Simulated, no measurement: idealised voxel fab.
process module | voxel spacer lines
cross-section cut | 300 nm wide | cells 5 nm
A cross-section is a grid of square cells, given in bands from the top down. A band is one or more rows of cells.
Each band's line starts with the height of the band's top and of its bottom, in nm. Then come its materials from left to right, each with its width in nm. One material with "throughout" fills the band from edge to edge. "air" is empty space.
Height 0 is the level under which the wafer as received is all one material. The lowest band goes on downwards, as in "0 down".
A width such as "30 to 40" changes by the same amount from each row of cells to the next, from the band's top row to its bottom row.
"no change" after a step means that no cell of the cross-section changed.
closed voids: empty space of 8 cells or more with no open way to the top, each as width x height at its distance from the left edge, in nm
after a step's settings: what the simulator itself notes on the step
overlay nm, on a step with a mask: how far to the right of its planned place the mask lay; to the left if negative
plan
1 op RECEIVE | material Si
2 op CONFORMAL_DEP | material Al2O3 | thk nm 10
3 op DIRECTIONAL_DEP | material W | thk nm 15
4 op DIRECTIONAL_DEP | material polySi | thk nm 25
5 op PATTERN | tone cover | mask id MANDREL | material resist | width nm 15 | pitch nm 50 | thk nm 30 | overlay nm 0
6 op DIRECTIONAL_ETCH | etch materials polySi | depth nm 25
7 op STRIP | etch materials resist
8 op CONFORMAL_DEP | material SiO2 | thk nm 10
9 op DIRECTIONAL_ETCH | etch materials SiO2 | depth nm 10
10 op STRIP | etch materials polySi
11 op DIRECTIONAL_ETCH | etch materials W | depth nm 15
12 op STRIP | etch materials SiO2
13 op FILL_DEP | material SiO2 | thk nm 5
14 op CMP | height nm 25
first wafer, as planned
as received, after step 1
  0 down: Si throughout
  closed voids: none
after step 2
  10 to 0: Al2O3 throughout
  below 0: unchanged
after step 3
  25 to 10: W throughout
  below 10: unchanged
after step 4
  50 to 25: polySi throughout
  below 25: unchanged
after step 5
  80 to 50: air 115 | resist 15 | air 35 | resist 15 | air 120
  below 50: unchanged
after step 6
  80 to 50: air 115 | resist 15 | air 35 | resist 15 | air 120
  50 to 25: air 115 | polySi 15 | air 35 | polySi 15 | air 120
  below 25: unchanged
after step 7
  50 to 25: air 115 | polySi 15 | air 35 | polySi 15 | air 120
  below 25: unchanged
after step 8
  60 to 50: air 105 | SiO2 35 | air 15 | SiO2 35 | air 110
  50 to 35: air 105 | SiO2 10 | polySi 15 | SiO2 10 | air 15 | SiO2 10 | polySi 15 | SiO2 10 | air 110
  35 to 25: SiO2 115 | polySi 15 | SiO2 35 | polySi 15 | SiO2 120
  below 25: unchanged
after step 9
  50 to 25: air 105 | SiO2 10 | polySi 15 | SiO2 10 | air 15 | SiO2 10 | polySi 15 | SiO2 10 | air 110
  below 25: unchanged
after step 10
  50 to 25: air 105 | SiO2 10 | air 15 | SiO2 10 | air 15 | SiO2 10 | air 15 | SiO2 10 | air 110
  below 25: unchanged
after step 11
  50 to 25: air 105 | SiO2 10 | air 15 | SiO2 10 | air 15 | SiO2 10 | air 15 | SiO2 10 | air 110
  25 to 10: air 105 | W 10 | air 15 | W 10 | air 15 | W 10 | air 15 | W 10 | air 110
  below 10: unchanged
after step 12
  25 to 10: air 105 | W 10 | air 15 | W 10 | air 15 | W 10 | air 15 | W 10 | air 110
  below 10: unchanged
after step 13
  30 to 25: SiO2 throughout
  25 to 10: SiO2 105 | W 10 | SiO2 15 | W 10 | SiO2 15 | W 10 | SiO2 15 | W 10 | SiO2 110
  below 10: unchanged
after step 14
  25 to 10: SiO2 105 | W 10 | SiO2 15 | W 10 | SiO2 15 | W 10 | SiO2 15 | W 10 | SiO2 110
  below 10: unchanged
second wafer: like start, like plan, one mistake. Through step 1 it matches the first wafer
when step 2 should have ended
  15 to 0: W throughout
  below 0: unchanged
when step 3 should have ended
  25 to 15: Al2O3 throughout
  below 15: unchanged
when step 4 should have ended
  50 to 25: polySi throughout
  below 25: unchanged
when step 5 should have ended
  80 to 50: air 115 | resist 15 | air 35 | resist 15 | air 120
  below 50: unchanged
when step 6 should have ended
  80 to 50: air 115 | resist 15 | air 35 | resist 15 | air 120
  50 to 25: air 115 | polySi 15 | air 35 | polySi 15 | air 120
  below 25: unchanged
when step 7 should have ended
  50 to 25: air 115 | polySi 15 | air 35 | polySi 15 | air 120
  below 25: unchanged
when step 8 should have ended
  60 to 50: air 105 | SiO2 35 | air 15 | SiO2 35 | air 110
  50 to 35: air 105 | SiO2 10 | polySi 15 | SiO2 10 | air 15 | SiO2 10 | polySi 15 | SiO2 10 | air 110
  35 to 25: SiO2 115 | polySi 15 | SiO2 35 | polySi 15 | SiO2 120
  below 25: unchanged
when step 9 should have ended
  50 to 25: air 105 | SiO2 10 | polySi 15 | SiO2 10 | air 15 | SiO2 10 | polySi 15 | SiO2 10 | air 110
  below 25: unchanged
when step 10 should have ended
  50 to 25: air 105 | SiO2 10 | air 15 | SiO2 10 | air 15 | SiO2 10 | air 15 | SiO2 10 | air 110
  below 25: unchanged
when step 11 should have ended: no change
when step 12 should have ended
  25 to 15: Al2O3 throughout
  below 15: unchanged
when step 13 should have ended
  30 to 25: SiO2 throughout
  below 25: unchanged
when step 14 should have ended
  25 to 15: Al2O3 throughout
  below 15: unchanged
what went wrong: steps 2 and 3 were swapped
at the end the second wafer has, in cells: 156 fewer of SiO2 | 156 more of W
